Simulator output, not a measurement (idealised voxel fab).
process module | voxel self aligned contacts
cross-section cut | 260 nm wide | cells 5 nm
A cross-section is a grid of square cells, given in bands from the top down. A band is one or more rows of cells.
Each band's line starts with the height of the band's top and of its bottom, in nm. Then come its materials from left to right, each with its width in nm. One material with "throughout" fills the band from edge to edge. "air" is empty space.
Height 0 is the level under which the wafer as received is all one material. The lowest band goes on downwards, as in "0 down".
A width such as "30 to 40" changes by the same amount from each row of cells to the next, from the band's top row to its bottom row.
"no change" after a step means that no cell of the cross-section changed.
closed voids: empty space of 8 cells or more with no open way to the top, each as width x height at its distance from the left edge, in nm
after a step's settings: what the simulator itself notes on the step
overlay nm, on a step with a mask: how far to the right of its planned place the mask lay; to the left if negative
plan
1 op RECEIVE | material Si
2 op CONFORMAL_DEP | material SiO2 | thk nm 5
3 op DIRECTIONAL_DEP | material polySi | thk nm 25
4 op DIRECTIONAL_DEP | material SiN | thk nm 20
5 op DIRECTIONAL_DEP | material aC | thk nm 10
6 op PATTERN | tone cover | mask id GATE | material resist | width nm 25 | pitch nm 70 | thk nm 25 | overlay nm 0
7 op DIRECTIONAL_ETCH | etch materials aC | depth nm 10
8 op STRIP | etch materials resist
9 op DIRECTIONAL_ETCH | etch materials SiN | depth nm 20
10 op DIRECTIONAL_ETCH | etch materials polySi | depth nm 25
11 op STRIP | etch materials aC
12 op CONFORMAL_DEP | material SiN | thk nm 10
13 op DIRECTIONAL_ETCH | etch materials SiN | depth nm 10
14 op FILL_DEP | material SiO2 | thk nm 15
15 op CMP | height nm 55
16 op MASKED_ETCH | tone open | mask id CONTACT | width nm 55 | etch materials SiO2 | depth nm 55 | overlay nm 0
17 op CONFORMAL_DEP | material TiN | thk nm 5
18 op FILL_DEP | material W | thk nm 5
19 op CMP | height nm 55
20 op CONFORMAL_DEP | material SiCN | thk nm 5
as received, after step 1
  0 down: Si throughout
  closed voids: none
a wafer at the end: this start, this plan, one mistake
  60 to 55: SiCN throughout
  55 to 50: W 65 | TiN 35 | SiO2 55 | TiN 35 | W 70
  50 to 30: W 65 | TiN 5 | SiN 45 | SiO2 25 | SiN 45 | TiN 5 | W 70
  30 to 5: W 65 | TiN 5 | SiN 10 | polySi 25 | SiN 10 | SiO2 25 | SiN 10 | polySi 25 | SiN 10 | TiN 5 | W 70
  5 to 0: TiN 70 | SiO2 115 | TiN 75
  0 down: Si throughout
  closed voids: none
what went wrong: step 16 ran as: op MASKED_ETCH | tone cover | mask id CONTACT | width nm 55 | etch materials SiO2 | depth nm 55 | overlay nm 0
